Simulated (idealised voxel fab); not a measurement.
Title: Process Module voxel spacer lines
Cross-section cut spans 280 nm and uses square cells 5 nm in size.
A cross-section in this document is a grid of square cells, and it is written down as bands, the top band listed before the ones below it; a band is made up of one or more rows of cells. Top, bottom (nm), then materials left to right with widths (nm); lone material tagged "throughout" fills the whole band edge to edge; "blank" = empty space. Measure heights from 0. That's the level where, below it, the as-received wafer is all one material. The lowest band is bottomless and extends downward; write it as in "0 down". The width entry "30 to 40" should be interpreted row by row: the top row of cells in the band takes the first number, the bottom row takes the second number, and the change between adjacent rows is uniform throughout. For the purposes of this document, the phrase "left unchanged" attached to a step denotes that no cell within the cross-section was modified by that step. Under "Entrapped voids" you'll find the enclosed gaps, the ones with no way out to the top, that are 8 cells or bigger; each reads width x height at distance, with distance counted from the left edge, everything in nm. Read whatever lies past the settings on a step's line as the simulator's own remark about the step. overlay nm: how far to the right of its planned place the mask lay on this masked step (negative: to the left).

List of planned process steps:
1,RECEIVE (material Si)
2,CONFORMAL_DEP (material SiO2; thk nm 5)
3,DIRECTIONAL_DEP (material TiN; thk nm 10)
4,DIRECTIONAL_DEP (material polySi; thk nm 25)
5,PATTERN (tone cover; mask id MANDREL; material resist; width nm 15; pitch nm 50; thk nm 30; overlay nm 0)
6,DIRECTIONAL_ETCH (etch materials polySi; depth nm 25)
7,STRIP (etch materials resist)
8,CONFORMAL_DEP (material SiN; thk nm 10)
9,DIRECTIONAL_ETCH (etch materials SiN; depth nm 10)
10,STRIP (etch materials polySi)
11,DIRECTIONAL_ETCH (etch materials TiN; depth nm 10)
12,STRIP (etch materials SiN)

First wafer of two (run as planned):

Cross-section of the wafer at receipt, which is the condition after step 1:
    0 down: Si throughout
    Entrapped voids: none

How the wafer stands in section after step 2:
    5 to 0: SiO2 throughout
    Anything lower than 0 is untouched.

How the wafer stands in section after step 3:
    15 to 5: TiN throughout
    Anything lower than 5 is untouched.

How the wafer stands in section after step 4:
    40 to 15: polySi throughout
    Anything lower than 15 is untouched.

How the wafer stands in section after step 5:
    70 to 40: blank=80 | resist=15 | blank=35 | resist=15 | blank=35 | resist=15 | blank=85
    Anything lower than 40 is untouched.

How the wafer stands in section after step 6:
    70 to 40: blank=80 | resist=15 | blank=35 | resist=15 | blank=35 | resist=15 | blank=85
    40 to 15: blank=80 | polySi=15 | blank=35 | polySi=15 | blank=35 | polySi=15 | blank=85
    Anything lower than 15 is untouched.

How the wafer stands in section after step 7:
    40 to 15: blank=80 | polySi=15 | blank=35 | polySi=15 | blank=35 | polySi=15 | blank=85
    Anything lower than 15 is untouched.

How the wafer stands in section after step 8:
    50 to 40: blank=70 | SiN=35 | blank=15 | SiN=35 | blank=15 | SiN=35 | blank=75
    40 to 25: blank=70 | SiN=10 | polySi=15 | SiN=10 | blank=15 | SiN=10 | polySi=15 | SiN=10 | blank=15 | SiN=10 | polySi=15 | SiN=10 | blank=75
    25 to 15: SiN=80 | polySi=15 | SiN=35 | polySi=15 | SiN=35 | polySi=15 | SiN=85
    Anything lower than 15 is untouched.

How the wafer stands in section after step 9:
    40 to 15: blank=70 | SiN=10 | polySi=15 | SiN=10 | blank=15 | SiN=10 | polySi=15 | SiN=10 | blank=15 | SiN=10 | polySi=15 | SiN=10 | blank=75
    Anything lower than 15 is untouched.

How the wafer stands in section after step 10:
    40 to 15: blank=70 | SiN=10 | blank=15 | SiN=10 | blank=15 | SiN=10 | blank=15 | SiN=10 | blank=15 | SiN=10 | blank=15 | SiN=10 | blank=75
    Anything lower than 15 is untouched.

How the wafer stands in section after step 11:
    40 to 15: blank=70 | SiN=10 | blank=15 | SiN=10 | blank=15 | SiN=10 | blank=15 | SiN=10 | blank=15 | SiN=10 | blank=15 | SiN=10 | blank=75
    15 to 5: blank=70 | TiN=10 | blank=15 | TiN=10 | blank=15 | TiN=10 | blank=15 | TiN=10 | blank=15 | TiN=10 | blank=15 | TiN=10 | blank=75
    Anything lower than 5 is untouched.

How the wafer stands in section after step 12:
    15 to 5: blank=70 | TiN=10 | blank=15 | TiN=10 | blank=15 | TiN=10 | blank=15 | TiN=10 | blank=15 | TiN=10 | blank=15 | TiN=10 | blank=75
    Anything lower than 5 is untouched.

Second wafer: same start and same plan as the first, one execution error; identical to the first through step 4:

Second wafer at the planned finish of step 5, seen in cross-section:
    70 to 40: blank=85 | resist=15 | blank=35 | resist=15 | blank=35 | resist=15 | blank=80
    Anything lower than 40 is untouched.

Second wafer at the planned finish of step 6, seen in cross-section:
    70 to 40: blank=85 | resist=15 | blank=35 | resist=15 | blank=35 | resist=15 | blank=80
    40 to 15: blank=85 | polySi=15 | blank=35 | polySi=15 | blank=35 | polySi=15 | blank=80
    Anything lower than 15 is untouched.

Second wafer at the planned finish of step 7, seen in cross-section:
    40 to 15: blank=85 | polySi=15 | blank=35 | polySi=15 | blank=35 | polySi=15 | blank=80
    Anything lower than 15 is untouched.

Second wafer at the planned finish of step 8, seen in cross-section:
    50 to 40: blank=75 | SiN=35 | blank=15 | SiN=35 | blank=15 | SiN=35 | blank=70
    40 to 25: blank=75 | SiN=10 | polySi=15 | SiN=10 | blank=15 | SiN=10 | polySi=15 | SiN=10 | blank=15 | SiN=10 | polySi=15 | SiN=10 | blank=70
    25 to 15: SiN=85 | polySi=15 | SiN=35 | polySi=15 | SiN=35 | polySi=15 | SiN=80
    Anything lower than 15 is untouched.

Second wafer at the planned finish of step 9, seen in cross-section:
    40 to 15: blank=75 | SiN=10 | polySi=15 | SiN=10 | blank=15 | SiN=10 | polySi=15 | SiN=10 | blank=15 | SiN=10 | polySi=15 | SiN=10 | blank=70
    Anything lower than 15 is untouched.

Second wafer at the planned finish of step 10, seen in cross-section:
    40 to 15: blank=75 | SiN=10 | blank=15 | SiN=10 | blank=15 | SiN=10 | blank=15 | SiN=10 | blank=15 | SiN=10 | blank=15 | SiN=10 | blank=70
    Anything lower than 15 is untouched.

Second wafer at the planned finish of step 11, seen in cross-section:
    40 to 15: blank=75 | SiN=10 | blank=15 | SiN=10 | blank=15 | SiN=10 | blank=15 | SiN=10 | blank=15 | SiN=10 | blank=15 | SiN=10 | blank=70
    15 to 5: blank=75 | TiN=10 | blank=15 | TiN=10 | blank=15 | TiN=10 | blank=15 | TiN=10 | blank=15 | TiN=10 | blank=15 | TiN=10 | blank=70
    Anything lower than 5 is untouched.

Second wafer at the planned finish of step 12, seen in cross-section:
    15 to 5: blank=75 | TiN=10 | blank=15 | TiN=10 | blank=15 | TiN=10 | blank=15 | TiN=10 | blank=15 | TiN=10 | blank=15 | TiN=10 | blank=70
    Anything lower than 5 is untouched.
Where did the run depart from the plan? step 5, actual vs plan mismatch, actual run PATTERN (tone cover; mask id MANDREL; material resist; width nm 15; pitch nm 50; thk nm 30; overlay nm 5)
at the end the second wafer has, in cells: as many of each material as the first, in other places
